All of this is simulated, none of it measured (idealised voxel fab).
Process module in this document: voxel wiring stack
Square cells of 5 nm make up the cross-section cut, whose width is 145 nm.
If you're reading a cross-section in this doc, picture square cells in a grid; it comes to you as bands, top ones listed first down to the bottom, and a band can be one or more rows of cells.
In this notation a band is specified by the heights of its top and bottom, in that order and in nm, after which its materials appear from left to right, each paired with its width in nm. The word "edge to edge" attached to a single material means that material fills the band from edge to edge; the word "air" stands for empty space.
The reference from which all heights are counted is 0, the level beneath which the as-received wafer is entirely one material; the lowest band, having no lower bound, proceeds downward and is written after the example "from 0 down".
A width such as "30->40" changes by the same amount from each row of cells to the next, from the band's top row to its bottom row.
For the purposes of this document, the phrase "no modification" attached to a step denotes that no cell within the cross-section was modified by that step.
This entry, "Listed closed voids", enumerates those empty regions of no fewer than 8 cells that possess no open connection to the top. Each region is reported in the form width x height at distance, the distance being taken from the left edge, with all three quantities expressed in nm.
If you see something after the settings on a step's line, that's the simulator's own remark about that step.
"overlay nm" on a masked step: distance the mask lay right of its planned place, negative for left.

[Set out below are the planned steps of the process]
1 RECEIVE, material Si
2 CONFORMAL_DEP, material SiO2, thk nm 15
3 DIRECTIONAL_DEP, material TiN, thk nm 5
4 DIRECTIONAL_DEP, material W, thk nm 15
5 MASKED_ETCH, tone cover, mask id METAL_1, width nm 30, pitch nm 60, etch materials W, depth nm 15, overlay nm 0
6 MASKED_ETCH, tone cover, mask id METAL_1, width nm 30, pitch nm 60, etch materials TiN, depth nm 5, overlay nm 0
7 FILL_DEP, material SiO2, thk nm 5
8 CMP, height nm 35
9 CONFORMAL_DEP, material SiCN, thk nm 5
10 DIRECTIONAL_DEP, material SiO2, thk nm 10
11 MASKED_ETCH, tone open, mask id PLUG_1, width nm 15, etch materials SiO2, depth nm 10, overlay nm 0
12 MASKED_ETCH, tone open, mask id PLUG_1, width nm 15, etch materials SiCN, depth nm 5, overlay nm 0
13 CONFORMAL_DEP, material TiN, thk nm 5
14 FILL_DEP, material Cu, thk nm 5
15 CMP, height nm 50
16 CONFORMAL_DEP, material SiN, thk nm 5
17 DIRECTIONAL_DEP, material lowk, thk nm 15
18 MASKED_ETCH, tone open, mask id METAL_2, width nm 30, pitch nm 60, etch materials lowk, depth nm 15, overlay nm 0
19 MASKED_ETCH, tone open, mask id METAL_2, width nm 30, pitch nm 60, etch materials SiN, depth nm 5, overlay nm 0
20 CONFORMAL_DEP, material TiN, thk nm 5
21 FILL_DEP, material Cu, thk nm 10
22 CMP, height nm 70
23 CONFORMAL_DEP, material SiCN, thk nm 5
24 DIRECTIONAL_DEP, material lowk, thk nm 30
25 MASKED_ETCH, tone open, mask id METAL_3, width nm 30, pitch nm 60, etch materials lowk, depth nm 15, overlay nm 0
26 MASKED_ETCH, tone open, mask id METAL_3_HOLES, width nm 15, etch materials lowk, depth nm 15, overlay nm 0
27 MASKED_ETCH, tone open, mask id METAL_3_HOLES, width nm 15, etch materials SiCN, depth nm 5, overlay nm 0
28 CONFORMAL_DEP, material TiN, thk nm 5
29 FILL_DEP, material Cu, thk nm 10
30 CMP, height nm 105
31 CONFORMAL_DEP, material SiCN, thk nm 5
32 DIRECTIONAL_DEP, material lowk, thk nm 10
33 DIRECTIONAL_DEP, material aC, thk nm 15
34 PATTERN, tone open, mask id PLUG_3, material resist, width nm 15, thk nm 30, overlay nm 0
35 DIRECTIONAL_ETCH, etch materials aC, depth nm 15
36 STRIP, etch materials resist
37 DIRECTIONAL_ETCH, etch materials lowk, depth nm 10
38 DIRECTIONAL_ETCH, etch materials SiCN, depth nm 5
39 STRIP, etch materials aC
40 EPI, material Ru, thk nm 10
41 EPI, material Ru, thk nm 5
42 DIRECTIONAL_DEP, material TiN, thk nm 5
43 DIRECTIONAL_DEP, material W, thk nm 15
44 PATTERN, tone cover, mask id METAL_4, material resist, width nm 30, pitch nm 60, thk nm 20, overlay nm 0
45 DIRECTIONAL_ETCH, etch materials W, depth nm 15
46 DIRECTIONAL_ETCH, etch materials TiN, depth nm 5
47 STRIP, etch materials resist
48 FILL_DEP, material SiO2, thk nm 5
49 CMP, height nm 140
50 CONFORMAL_DEP, material SiCN, thk nm 5

[First out of two wafers; run went to plan]

[As-received state of the wafer in cross-section, equivalent to post-step 1]
  from 0 down  Si edge to edge
  Listed closed voids: none

[Take a look at the wafer's cross-section after step 2]
  from 15 to 0  SiO2 edge to edge
  Below 0 it's all the same as before, nothing changed down there.

[Take a look at the wafer's cross-section after step 3]
  from 20 to 15  TiN edge to edge
  Below 15 it's all the same as before, nothing changed down there.

[Take a look at the wafer's cross-section after step 4]
  from 35 to 20  W edge to edge
  Below 20 it's all the same as before, nothing changed down there.

[Take a look at the wafer's cross-section after step 5]
  from 35 to 20  25 nm air; 30 nm W; 30 nm air; 30 nm W; 30 nm air
  Below 20 it's all the same as before, nothing changed down there.

[Take a look at the wafer's cross-section after step 6]
  from 35 to 20  25 nm air; 30 nm W; 30 nm air; 30 nm W; 30 nm air
  from 20 to 15  25 nm air; 30 nm TiN; 30 nm air; 30 nm TiN; 30 nm air
  Below 15 it's all the same as before, nothing changed down there.

[Take a look at the wafer's cross-section after step 7]
  from 40 to 35  SiO2 edge to edge
  from 35 to 20  25 nm SiO2; 30 nm W; 30 nm SiO2; 30 nm W; 30 nm SiO2
  from 20 to 15  25 nm SiO2; 30 nm TiN; 30 nm SiO2; 30 nm TiN; 30 nm SiO2
  Below 15 it's all the same as before, nothing changed down there.

[Take a look at the wafer's cross-section after step 8]
  from 35 to 20  25 nm SiO2; 30 nm W; 30 nm SiO2; 30 nm W; 30 nm SiO2
  Below 20 it's all the same as before, nothing changed down there.

[Take a look at the wafer's cross-section after step 9]
  from 40 to 35  SiCN edge to edge
  Below 35 it's all the same as before, nothing changed down there.

[Take a look at the wafer's cross-section after step 10]
  from 50 to 40  SiO2 edge to edge
  Below 40 it's all the same as before, nothing changed down there.

[Take a look at the wafer's cross-section after step 11]
  from 50 to 40  25 nm SiO2; 15 nm air; 105 nm SiO2
  Below 40 it's all the same as before, nothing changed down there.

[Take a look at the wafer's cross-section after step 12]
  from 50 to 40  25 nm SiO2; 15 nm air; 105 nm SiO2
  from 40 to 35  25 nm SiCN; 15 nm air; 105 nm SiCN
  Below 35 it's all the same as before, nothing changed down there.

[Take a look at the wafer's cross-section after step 13]
  from 55 to 50  30 nm TiN; 5 nm air; 110 nm TiN
  from 50 to 40  25 nm SiO2; 5 nm TiN; 5 nm air; 5 nm TiN; 105 nm SiO2
  from 40 to 35  25 nm SiCN; 15 nm TiN; 105 nm SiCN
  Below 35 it's all the same as before, nothing changed down there.

[Take a look at the wafer's cross-section after step 14]
  from 60 to 55  Cu edge to edge
  from 55 to 50  30 nm TiN; 5 nm Cu; 110 nm TiN
  from 50 to 40  25 nm SiO2; 5 nm TiN; 5 nm Cu; 5 nm TiN; 105 nm SiO2
  Below 40 it's all the same as before, nothing changed down there.

[Take a look at the wafer's cross-section after step 15]
  from 50 to 40  25 nm SiO2; 5 nm TiN; 5 nm Cu; 5 nm TiN; 105 nm SiO2
  Below 40 it's all the same as before, nothing changed down there.

[Take a look at the wafer's cross-section after step 16]
  from 55 to 50  SiN edge to edge
  Below 50 it's all the same as before, nothing changed down there.

[Take a look at the wafer's cross-section after step 17]
  from 70 to 55  lowk edge to edge
  Below 55 it's all the same as before, nothing changed down there.

[Take a look at the wafer's cross-section after step 18]
  from 70 to 55  25 nm lowk; 30 nm air; 30 nm lowk; 30 nm air; 30 nm lowk
  Below 55 it's all the same as before, nothing changed down there.

[Take a look at the wafer's cross-section after step 19]
  from 70 to 55  25 nm lowk; 30 nm air; 30 nm lowk; 30 nm air; 30 nm lowk
  from 55 to 50  25 nm SiN; 30 nm air; 30 nm SiN; 30 nm air; 30 nm SiN
  Below 50 it's all the same as before, nothing changed down there.

[Take a look at the wafer's cross-section after step 20]
  from 75 to 70  30 nm TiN; 20 nm air; 40 nm TiN; 20 nm air; 35 nm TiN
  from 70 to 55  25 nm lowk; 5 nm TiN; 20 nm air; 5 nm TiN; 30 nm lowk; 5 nm TiN; 20 nm air; 5 nm TiN; 30 nm lowk
  from 55 to 50  25 nm SiN; 30 nm TiN; 30 nm SiN; 30 nm TiN; 30 nm SiN
  Below 50 it's all the same as before, nothing changed down there.

[Take a look at the wafer's cross-section after step 21]
  from 85 to 75  Cu edge to edge
  from 75 to 70  30 nm TiN; 20 nm Cu; 40 nm TiN; 20 nm Cu; 35 nm TiN
  from 70 to 55  25 nm lowk; 5 nm TiN; 20 nm Cu; 5 nm TiN; 30 nm lowk; 5 nm TiN; 20 nm Cu; 5 nm TiN; 30 nm lowk
  Below 55 it's all the same as before, nothing changed down there.

[Take a look at the wafer's cross-section after step 22]
  from 70 to 55  25 nm lowk; 5 nm TiN; 20 nm Cu; 5 nm TiN; 30 nm lowk; 5 nm TiN; 20 nm Cu; 5 nm TiN; 30 nm lowk
  Below 55 it's all the same as before, nothing changed down there.

[Take a look at the wafer's cross-section after step 23]
  from 75 to 70  SiCN edge to edge
  Below 70 it's all the same as before, nothing changed down there.

[Take a look at the wafer's cross-section after step 24]
  from 105 to 75  lowk edge to edge
  Below 75 it's all the same as before, nothing changed down there.

[Take a look at the wafer's cross-section after step 25]
  from 105 to 90  25 nm lowk; 30 nm air; 30 nm lowk; 30 nm air; 30 nm lowk
  Below 90 it's all the same as before, nothing changed down there.

[Take a look at the wafer's cross-section after step 26]
  from 105 to 90  25 nm lowk; 30 nm air; 30 nm lowk; 30 nm air; 30 nm lowk
  from 90 to 75  25 nm lowk; 15 nm air; 105 nm lowk
  Below 75 it's all the same as before, nothing changed down there.

[Take a look at the wafer's cross-section after step 27]
  from 105 to 90  25 nm lowk; 30 nm air; 30 nm lowk; 30 nm air; 30 nm lowk
  from 90 to 75  25 nm lowk; 15 nm air; 105 nm lowk
  from 75 to 70  25 nm SiCN; 15 nm air; 105 nm SiCN
  Below 70 it's all the same as before, nothing changed down there.

[Take a look at the wafer's cross-section after step 28]
  from 110 to 105  30 nm TiN; 20 nm air; 40 nm TiN; 20 nm air; 35 nm TiN
  from 105 to 95  25 nm lowk; 5 nm TiN; 20 nm air; 5 nm TiN; 30 nm lowk; 5 nm TiN; 20 nm air; 5 nm TiN; 30 nm lowk
  from 95 to 90  25 nm lowk; 5 nm TiN; 5 nm air; 20 nm TiN; 30 nm lowk; 30 nm TiN; 30 nm lowk
  from 90 to 75  25 nm lowk; 5 nm TiN; 5 nm air; 5 nm TiN; 105 nm lowk
  from 75 to 70  25 nm SiCN; 15 nm TiN; 105 nm SiCN
  Below 70 it's all the same as before, nothing changed down there.

[Take a look at the wafer's cross-section after step 29]
  from 120 to 110  Cu edge to edge
  from 110 to 105  30 nm TiN; 20 nm Cu; 40 nm TiN; 20 nm Cu; 35 nm TiN
  from 105 to 95  25 nm lowk; 5 nm TiN; 20 nm Cu; 5 nm TiN; 30 nm lowk; 5 nm TiN; 20 nm Cu; 5 nm TiN; 30 nm lowk
  from 95 to 90  25 nm lowk; 5 nm TiN; 5 nm Cu; 20 nm TiN; 30 nm lowk; 30 nm TiN; 30 nm lowk
  from 90 to 75  25 nm lowk; 5 nm TiN; 5 nm Cu; 5 nm TiN; 105 nm lowk
  Below 75 it's all the same as before, nothing changed down there.

[Take a look at the wafer's cross-section after step 30]
  from 105 to 95  25 nm lowk; 5 nm TiN; 20 nm Cu; 5 nm TiN; 30 nm lowk; 5 nm TiN; 20 nm Cu; 5 nm TiN; 30 nm lowk
  Below 95 it's all the same as before, nothing changed down there.

[Take a look at the wafer's cross-section after step 31]
  from 110 to 105  SiCN edge to edge
  Below 105 it's all the same as before, nothing changed down there.

[Take a look at the wafer's cross-section after step 32]
  from 120 to 110  lowk edge to edge
  Below 110 it's all the same as before, nothing changed down there.

[Take a look at the wafer's cross-section after step 33]
  from 135 to 120  aC edge to edge
  Below 120 it's all the same as before, nothing changed down there.

[Take a look at the wafer's cross-section after step 34]
  from 165 to 135  25 nm resist; 15 nm air; 105 nm resist
  Below 135 it's all the same as before, nothing changed down there.

[Take a look at the wafer's cross-section after step 35]
  from 150 to 135  25 nm resist; 15 nm air; 105 nm resist
  from 135 to 120  25 nm aC; 15 nm air; 105 nm aC
  Below 120 it's all the same as before, nothing changed down there.

[Take a look at the wafer's cross-section after step 36]
  from 135 to 120  25 nm aC; 15 nm air; 105 nm aC
  Below 120 it's all the same as before, nothing changed down there.

[Take a look at the wafer's cross-section after step 37]
  from 135 to 120  25 nm aC; 15 nm air; 105 nm aC
  from 120 to 110  25 nm lowk; 15 nm air; 105 nm lowk
  Below 110 it's all the same as before, nothing changed down there.

[Take a look at the wafer's cross-section after step 38]
  from 135 to 120  25 nm aC; 15 nm air; 105 nm aC
  from 120 to 110  25 nm lowk; 15 nm air; 105 nm lowk
  from 110 to 105  25 nm SiCN; 15 nm air; 105 nm SiCN
  Below 105 it's all the same as before, nothing changed down there.

[Take a look at the wafer's cross-section after step 39]
  from 120 to 110  25 nm lowk; 15 nm air; 105 nm lowk
  Below 110 it's all the same as before, nothing changed down there.

[Take a look at the wafer's cross-section after step 40]
  from 120 to 115  25 nm lowk; 15 nm air; 105 nm lowk
  from 115 to 110  25 nm lowk; 15 nm Ru; 105 nm lowk
  from 110 to 105  25 nm SiCN; 15 nm Ru; 105 nm SiCN
  Below 105 it's all the same as before, nothing changed down there.

[Take a look at the wafer's cross-section after step 41]
  from 120 to 110  25 nm lowk; 15 nm Ru; 105 nm lowk
  Below 110 it's all the same as before, nothing changed down there.

[Take a look at the wafer's cross-section after step 42]
  from 125 to 120  TiN edge to edge
  Below 120 it's all the same as before, nothing changed down there.

[Take a look at the wafer's cross-section after step 43]
  from 140 to 125  W edge to edge
  Below 125 it's all the same as before, nothing changed down there.

[Take a look at the wafer's cross-section after step 44]
  from 160 to 140  25 nm air; 30 nm resist; 30 nm air; 30 nm resist; 30 nm air
  Below 140 it's all the same as before, nothing changed down there.

[Take a look at the wafer's cross-section after step 45]
  from 160 to 140  25 nm air; 30 nm resist; 30 nm air; 30 nm resist; 30 nm air
  from 140 to 125  25 nm air; 30 nm W; 30 nm air; 30 nm W; 30 nm air
  Below 125 it's all the same as before, nothing changed down there.

[Take a look at the wafer's cross-section after step 46]
  from 160 to 140  25 nm air; 30 nm resist; 30 nm air; 30 nm resist; 30 nm air
  from 140 to 125  25 nm air; 30 nm W; 30 nm air; 30 nm W; 30 nm air
  from 125 to 120  25 nm air; 30 nm TiN; 30 nm air; 30 nm TiN; 30 nm air
  Below 120 it's all the same as before, nothing changed down there.

[Take a look at the wafer's cross-section after step 47]
  from 140 to 125  25 nm air; 30 nm W; 30 nm air; 30 nm W; 30 nm air
  Below 125 it's all the same as before, nothing changed down there.

[Take a look at the wafer's cross-section after step 48]
  from 145 to 140  SiO2 edge to edge
  from 140 to 125  25 nm SiO2; 30 nm W; 30 nm SiO2; 30 nm W; 30 nm SiO2
  from 125 to 120  25 nm SiO2; 30 nm TiN; 30 nm SiO2; 30 nm TiN; 30 nm SiO2
  Below 120 it's all the same as before, nothing changed down there.

[Take a look at the wafer's cross-section after step 49]
  from 140 to 125  25 nm SiO2; 30 nm W; 30 nm SiO2; 30 nm W; 30 nm SiO2
  Below 125 it's all the same as before, nothing changed down there.

[Take a look at the wafer's cross-section after step 50]
  from 145 to 140  SiCN edge to edge
  Below 140 it's all the same as before, nothing changed down there.

[Second of two: same start, same plan, one run error; steps up to and including 43 match the first]

[Second wafer profile in section, at the moment step 44 of the plan was meant to be complete]
  from 160 to 140  25 nm air; 35 nm resist; 25 nm air; 35 nm resist; 25 nm air
  Below 140 it's all the same as before, nothing changed down there.

[Second wafer profile in section, at the moment step 45 of the plan was meant to be complete]
  from 160 to 140  25 nm air; 35 nm resist; 25 nm air; 35 nm resist; 25 nm air
  from 140 to 125  25 nm air; 35 nm W; 25 nm air; 35 nm W; 25 nm air
  Below 125 it's all the same as before, nothing changed down there.

[Second wafer profile in section, at the moment step 46 of the plan was meant to be complete]
  from 160 to 140  25 nm air; 35 nm resist; 25 nm air; 35 nm resist; 25 nm air
  from 140 to 125  25 nm air; 35 nm W; 25 nm air; 35 nm W; 25 nm air
  from 125 to 120  25 nm air; 35 nm TiN; 25 nm air; 35 nm TiN; 25 nm air
  Below 120 it's all the same as before, nothing changed down there.

[Second wafer profile in section, at the moment step 47 of the plan was meant to be complete]
  from 140 to 125  25 nm air; 35 nm W; 25 nm air; 35 nm W; 25 nm air
  Below 125 it's all the same as before, nothing changed down there.

[Second wafer profile in section, at the moment step 48 of the plan was meant to be complete]
  from 145 to 140  SiO2 edge to edge
  from 140 to 125  25 nm SiO2; 35 nm W; 25 nm SiO2; 35 nm W; 25 nm SiO2
  from 125 to 120  25 nm SiO2; 35 nm TiN; 25 nm SiO2; 35 nm TiN; 25 nm SiO2
  Below 120 it's all the same as before, nothing changed down there.

[Second wafer profile in section, at the moment step 49 of the plan was meant to be complete]
  from 140 to 125  25 nm SiO2; 35 nm W; 25 nm SiO2; 35 nm W; 25 nm SiO2
  Below 125 it's all the same as before, nothing changed down there.

[Second wafer profile in section, at the moment step 50 of the plan was meant to be complete]
  from 145 to 140  SiCN edge to edge
  Below 140 it's all the same as before, nothing changed down there.
Deviation noted in wafer processing: step 44 was processed under conditions differing from the plan, specifically as PATTERN, tone cover, mask id METAL_4, material resist, width nm 35, pitch nm 60, thk nm 20, overlay nm 0
Wrapping up, a cell-based count of both wafers puts the second over or under the first for these materials: 8 fewer of SiO2; 2 more of TiN; 6 more of W
